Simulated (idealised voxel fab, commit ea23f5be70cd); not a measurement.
The process module that follows is named voxel wiring stack.
In the cross-section labelled cut, the width is 210 nm and each square cell is 5 nm.
Heads up, the way a cross-section reads in here is a grid of square cells, handed over as bands from the top down, with every band being one or more rows of cells.
In this notation a band is specified by the heights of its top and bottom, in that order and in nm, after which its materials appear from left to right, each paired with its width in nm. The word "everywhere" attached to a single material means that material fills the band from edge to edge; the word "blank" stands for empty space.
All heights in this document are referenced to 0, defined as the level beneath which the wafer, as received, consists entirely of one material. The lowest band is not bounded below; it extends indefinitely downward and is written in the form "0..down".
Top row gets the first number, bottom row gets the second, and each row in between changes by the same step: that is how a band width like "30->40" works.
It should be understood that the words "nothing was modified", when stated for a given step, signify that the cross-section underwent no change in any of its cells during that step.
"Entrapped void list" specifies each empty space that is not open to the top and that occupies no fewer than 8 cells, using the form width x height at distance, the distance measured from the left edge and all three quantities in nm.
Anything after a step's settings on that line? It's the simulator's own note about the step.
If you see "overlay nm" on a step's line and that step has a mask, it's telling you how far right of where it was planned the mask ended up; a negative number means it went left instead.

### Planned step list for the process
1,RECEIVE, material Si
2,CONFORMAL_DEP, material SiO2, thk nm 10
3,DIRECTIONAL_DEP, material TiN, thk nm 5
4,DIRECTIONAL_DEP, material Ru, thk nm 25
5,DIRECTIONAL_DEP, material aC, thk nm 10
6,PATTERN, tone cover, mask id METAL_1, material resist, width nm 25, pitch nm 40, thk nm 25, overlay nm 0
7,DIRECTIONAL_ETCH, etch materials aC, depth nm 10
8,STRIP, etch materials resist
9,DIRECTIONAL_ETCH, etch materials Ru, depth nm 25
10,DIRECTIONAL_ETCH, etch materials TiN, depth nm 5
11,STRIP, etch materials aC
12,FILL_DEP, material SiO2, thk nm 5
13,CMP, height nm 40
14,CONFORMAL_DEP, material SiCN, thk nm 5
15,DIRECTIONAL_DEP, material SiO2, thk nm 15
16,MASKED_ETCH, tone open, mask id PLUG_1, width nm 15, pitch nm 40, etch materials SiO2, depth nm 15, overlay nm 0
17,MASKED_ETCH, tone open, mask id PLUG_1, width nm 15, pitch nm 40, etch materials SiCN, depth nm 5, overlay nm 0
18,CONFORMAL_DEP, material TiN, thk nm 5
19,FILL_DEP, material Ru, thk nm 10
20,CMP, height nm 60
21,CONFORMAL_DEP, material SiN, thk nm 5
22,DIRECTIONAL_DEP, material lowk, thk nm 15
23,DIRECTIONAL_DEP, material aC, thk nm 10
24,PATTERN, tone open, mask id METAL_2, material resist, width nm 25, pitch nm 40, thk nm 30, overlay nm 0
25,DIRECTIONAL_ETCH, etch materials aC, depth nm 10
26,STRIP, etch materials resist
27,DIRECTIONAL_ETCH, etch materials lowk, depth nm 15
28,DIRECTIONAL_ETCH, etch materials SiN, depth nm 5
29,STRIP, etch materials aC
30,CONFORMAL_DEP, material TiN, thk nm 5
31,FILL_DEP, material Cu, thk nm 5
32,CMP, height nm 80
33,CONFORMAL_DEP, material SiCN, thk nm 5
34,DIRECTIONAL_DEP, material SiO2, thk nm 30
35,MASKED_ETCH, tone open, mask id METAL_3_HOLES, width nm 15, pitch nm 80, etch materials SiO2, depth nm 30, overlay nm 0
36,DIRECTIONAL_DEP, material aC, thk nm 15
37,PATTERN, tone open, mask id METAL_3, material resist, width nm 25, pitch nm 40, thk nm 30, overlay nm 0
38,DIRECTIONAL_ETCH, etch materials aC, depth nm 15
39,STRIP, etch materials resist
40,DIRECTIONAL_ETCH, etch materials SiO2, depth nm 20
41,DIRECTIONAL_ETCH, etch materials SiCN, depth nm 5
42,STRIP, etch materials aC
43,CONFORMAL_DEP, material TiN, thk nm 5
44,FILL_DEP, material Cu, thk nm 10
45,CMP, height nm 115
46,CONFORMAL_DEP, material SiN, thk nm 5

### Delivered wafer in cross-section: state after step 1
* 0..down  Si everywhere
* Entrapped void list: none

### The module was run from the start shown above using the plan shown above, but one mistake was made doing it; the resulting wafer cross-section is below
* 120..115  SiN everywhere
* 115..100  SiO2 (30), then TiN (5), then Cu (15), then TiN (5), then SiO2 (15), then TiN (5), then Cu (15), then TiN (5), then SiO2 (15), then TiN (5), then Cu (15), then TiN (5), then SiO2 (15), then TiN (5), then Cu (15), then TiN (5), then SiO2 (35)
* 100..95  SiO2 (30), then TiN (5), then Cu (5), then TiN (15), then SiO2 (15), then TiN (25), then SiO2 (15), then TiN (5), then Cu (5), then TiN (15), then SiO2 (15), then TiN (25), then SiO2 (35)
* 95..85  SiO2 (30), then TiN (5), then Cu (5), then TiN (5), then SiO2 (65), then TiN (5), then Cu (5), then TiN (5), then SiO2 (85)
* 85..80  SiCN (30), then TiN (15), then SiCN (65), then TiN (15), then SiCN (85)
* 80..65  lowk (30), then TiN (5), then Cu (15), then TiN (5), then lowk (15), then TiN (5), then Cu (15), then TiN (5), then lowk (15), then TiN (5), then Cu (15), then TiN (5), then lowk (15), then TiN (5), then Cu (15), then TiN (5), then lowk (35)
* 65..60  SiN (30), then TiN (25), then SiN (15), then TiN (25), then SiN (15), then TiN (25), then SiN (15), then TiN (25), then SiN (35)
* 60..50  Ru (25), then TiN (5), then SiO2 (15), then TiN (5), then Ru (15), then TiN (5), then SiO2 (15), then TiN (5), then Ru (15), then TiN (5), then SiO2 (15), then TiN (5), then Ru (15), then TiN (5), then SiO2 (15), then TiN (5), then Ru (40)
* 50..45  TiN (30), then SiO2 (15), then TiN (25), then SiO2 (15), then TiN (25), then SiO2 (15), then TiN (25), then SiO2 (15), then TiN (45)
* 45..40  SiCN everywhere
* 40..15  SiO2 (30), then Ru (25), then SiO2 (15), then Ru (25), then SiO2 (15), then Ru (25), then SiO2 (15), then Ru (25), then SiO2 (35)
* 15..10  SiO2 (30), then TiN (25), then SiO2 (15), then TiN (25), then SiO2 (15), then TiN (25), then SiO2 (15), then TiN (25), then SiO2 (35)
* 10..0  SiO2 everywhere
* 0..down  Si everywhere
* Entrapped void list: none
Which mistake was made when the wafer was run? step 16 did not use the planned setting and instead ran as MASKED_ETCH, tone cover, mask id PLUG_1, width nm 15, pitch nm 40, etch materials SiO2, depth nm 15, overlay nm 0
